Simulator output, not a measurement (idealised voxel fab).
process module | voxel self aligned contacts
cross-section cut | 210 nm wide | cells 5 nm
A cross-section is a grid of square cells, given in bands from the top down. A band is one or more rows of cells.
Each band's line starts with the height of the band's top and of its bottom, in nm. Then come its materials from left to right, each with its width in nm. One material with "throughout" fills the band from edge to edge. "air" is empty space.
Height 0 is the level under which the wafer as received is all one material. The lowest band goes on downwards, as in "0 down".
A width such as "30 to 40" changes by the same amount from each row of cells to the next, from the band's top row to its bottom row.
"no change" after a step means that no cell of the cross-section changed.
closed voids: empty space of 8 cells or more with no open way to the top, each as width x height at its distance from the left edge, in nm
after a step's settings: what the simulator itself notes on the step
overlay nm, on a step with a mask: how far to the right of its planned place the mask lay; to the left if negative
plan
1 op RECEIVE | material Si
2 op OXIDIZE | depth nm 5
3 op DIRECTIONAL_DEP | material polySi | thk nm 20
4 op DIRECTIONAL_DEP | material SiN | thk nm 15
5 op MASKED_ETCH | tone cover | mask id GATE | width nm 35 | pitch nm 65 | etch materials SiN | depth nm 15 | overlay nm 0
6 op MASKED_ETCH | tone cover | mask id GATE | width nm 35 | pitch nm 65 | etch materials polySi | depth nm 20 | overlay nm 0
7 op CONFORMAL_DEP | material SiN | thk nm 5
8 op DIRECTIONAL_ETCH | etch materials SiN | depth nm 5
9 op FILL_DEP | material SiO2 | thk nm 10
10 op CMP | height nm 40
11 op MASKED_ETCH | tone open | mask id CONTACT | width nm 50 | etch materials SiO2 | depth nm 45 | overlay nm 0
12 op CONFORMAL_DEP | material TiN | thk nm 5
13 op FILL_DEP | material W | thk nm 10
14 op CMP | height nm 40
15 op CONFORMAL_DEP | material SiN | thk nm 5
first wafer, as planned
as received, after step 1
  0 down: Si throughout
  closed voids: none
after step 2
  0 to -5: SiO2 throughout
  below -5: unchanged
after step 3
  20 to 0: polySi throughout
  below 0: unchanged
after step 4
  35 to 20: SiN throughout
  below 20: unchanged
after step 5
  35 to 20: air 55 | SiN 35 | air 30 | SiN 35 | air 55
  below 20: unchanged
after step 6
  35 to 20: air 55 | SiN 35 | air 30 | SiN 35 | air 55
  20 to 0: air 55 | polySi 35 | air 30 | polySi 35 | air 55
  below 0: unchanged
after step 7
  40 to 20: air 50 | SiN 45 | air 20 | SiN 45 | air 50
  20 to 5: air 50 | SiN 5 | polySi 35 | SiN 5 | air 20 | SiN 5 | polySi 35 | SiN 5 | air 50
  5 to 0: SiN 55 | polySi 35 | SiN 30 | polySi 35 | SiN 55
  below 0: unchanged
after step 8
  35 to 20: air 50 | SiN 45 | air 20 | SiN 45 | air 50
  20 to 0: air 50 | SiN 5 | polySi 35 | SiN 5 | air 20 | SiN 5 | polySi 35 | SiN 5 | air 50
  below 0: unchanged
after step 9
  45 to 35: SiO2 throughout
  35 to 20: SiO2 50 | SiN 45 | SiO2 20 | SiN 45 | SiO2 50
  20 to 0: SiO2 50 | SiN 5 | polySi 35 | SiN 5 | SiO2 20 | SiN 5 | polySi 35 | SiN 5 | SiO2 50
  below 0: unchanged
after step 10
  40 to 35: SiO2 throughout
  below 35: unchanged
after step 11
  40 to 35: SiO2 80 | air 50 | SiO2 80
  35 to 20: SiO2 50 | SiN 45 | air 20 | SiN 45 | SiO2 50
  20 to 0: SiO2 50 | SiN 5 | polySi 35 | SiN 5 | air 20 | SiN 5 | polySi 35 | SiN 5 | SiO2 50
  0 to -5: SiO2 95 | air 20 | SiO2 95
  below -5: unchanged
after step 12
  45 to 40: TiN 85 | air 40 | TiN 85
  40 to 35: SiO2 80 | TiN 20 | air 10 | TiN 20 | SiO2 80
  35 to 20: SiO2 50 | SiN 45 | TiN 5 | air 10 | TiN 5 | SiN 45 | SiO2 50
  20 to 0: SiO2 50 | SiN 5 | polySi 35 | SiN 5 | TiN 5 | air 10 | TiN 5 | SiN 5 | polySi 35 | SiN 5 | SiO2 50
  0 to -5: SiO2 95 | TiN 20 | SiO2 95
  below -5: unchanged
after step 13
  55 to 45: W throughout
  45 to 40: TiN 85 | W 40 | TiN 85
  40 to 35: SiO2 80 | TiN 20 | W 10 | TiN 20 | SiO2 80
  35 to 20: SiO2 50 | SiN 45 | TiN 5 | W 10 | TiN 5 | SiN 45 | SiO2 50
  20 to 0: SiO2 50 | SiN 5 | polySi 35 | SiN 5 | TiN 5 | W 10 | TiN 5 | SiN 5 | polySi 35 | SiN 5 | SiO2 50
  below 0: unchanged
after step 14
  40 to 35: SiO2 80 | TiN 20 | W 10 | TiN 20 | SiO2 80
  below 35: unchanged
after step 15
  45 to 40: SiN throughout
  below 40: unchanged
second wafer: like start, like plan, one mistake. Through step 6 it matches the first wafer
when step 7 should have ended
  40 to 35: air 50 | W 45 | air 20 | W 45 | air 50
  35 to 20: air 50 | W 5 | SiN 35 | W 5 | air 20 | W 5 | SiN 35 | W 5 | air 50
  20 to 5: air 50 | W 5 | polySi 35 | W 5 | air 20 | W 5 | polySi 35 | W 5 | air 50
  5 to 0: W 55 | polySi 35 | W 30 | polySi 35 | W 55
  below 0: unchanged
when step 8 should have ended: no change
when step 9 should have ended
  50 to 40: SiO2 throughout
  40 to 35: SiO2 50 | W 45 | SiO2 20 | W 45 | SiO2 50
  35 to 20: SiO2 50 | W 5 | SiN 35 | W 5 | SiO2 20 | W 5 | SiN 35 | W 5 | SiO2 50
  20 to 5: SiO2 50 | W 5 | polySi 35 | W 5 | SiO2 20 | W 5 | polySi 35 | W 5 | SiO2 50
  below 5: unchanged
when step 10 should have ended
  40 to 35: SiO2 50 | W 45 | SiO2 20 | W 45 | SiO2 50
  below 35: unchanged
when step 11 should have ended
  40 to 35: SiO2 50 | W 45 | air 20 | W 45 | SiO2 50
  35 to 20: SiO2 50 | W 5 | SiN 35 | W 5 | air 20 | W 5 | SiN 35 | W 5 | SiO2 50
  20 to 5: SiO2 50 | W 5 | polySi 35 | W 5 | air 20 | W 5 | polySi 35 | W 5 | SiO2 50
  below 5: unchanged
when step 12 should have ended
  45 to 40: TiN 100 | air 10 | TiN 100
  40 to 35: SiO2 50 | W 45 | TiN 5 | air 10 | TiN 5 | W 45 | SiO2 50
  35 to 20: SiO2 50 | W 5 | SiN 35 | W 5 | TiN 5 | air 10 | TiN 5 | W 5 | SiN 35 | W 5 | SiO2 50
  20 to 10: SiO2 50 | W 5 | polySi 35 | W 5 | TiN 5 | air 10 | TiN 5 | W 5 | polySi 35 | W 5 | SiO2 50
  10 to 5: SiO2 50 | W 5 | polySi 35 | W 5 | TiN 20 | W 5 | polySi 35 | W 5 | SiO2 50
  below 5: unchanged
when step 13 should have ended
  55 to 45: W throughout
  45 to 40: TiN 100 | W 10 | TiN 100
  40 to 35: SiO2 50 | W 45 | TiN 5 | W 10 | TiN 5 | W 45 | SiO2 50
  35 to 20: SiO2 50 | W 5 | SiN 35 | W 5 | TiN 5 | W 10 | TiN 5 | W 5 | SiN 35 | W 5 | SiO2 50
  20 to 10: SiO2 50 | W 5 | polySi 35 | W 5 | TiN 5 | W 10 | TiN 5 | W 5 | polySi 35 | W 5 | SiO2 50
  below 10: unchanged
when step 14 should have ended
  40 to 35: SiO2 50 | W 45 | TiN 5 | W 10 | TiN 5 | W 45 | SiO2 50
  below 35: unchanged
when step 15 should have ended
  45 to 40: SiN throughout
  below 40: unchanged
what went wrong: step 7 ran as: op CONFORMAL_DEP | material W | thk nm 5
at the end the second wafer has, in cells: 28 fewer of SiN | 28 fewer of SiO2 | 10 fewer of TiN | 66 more of W
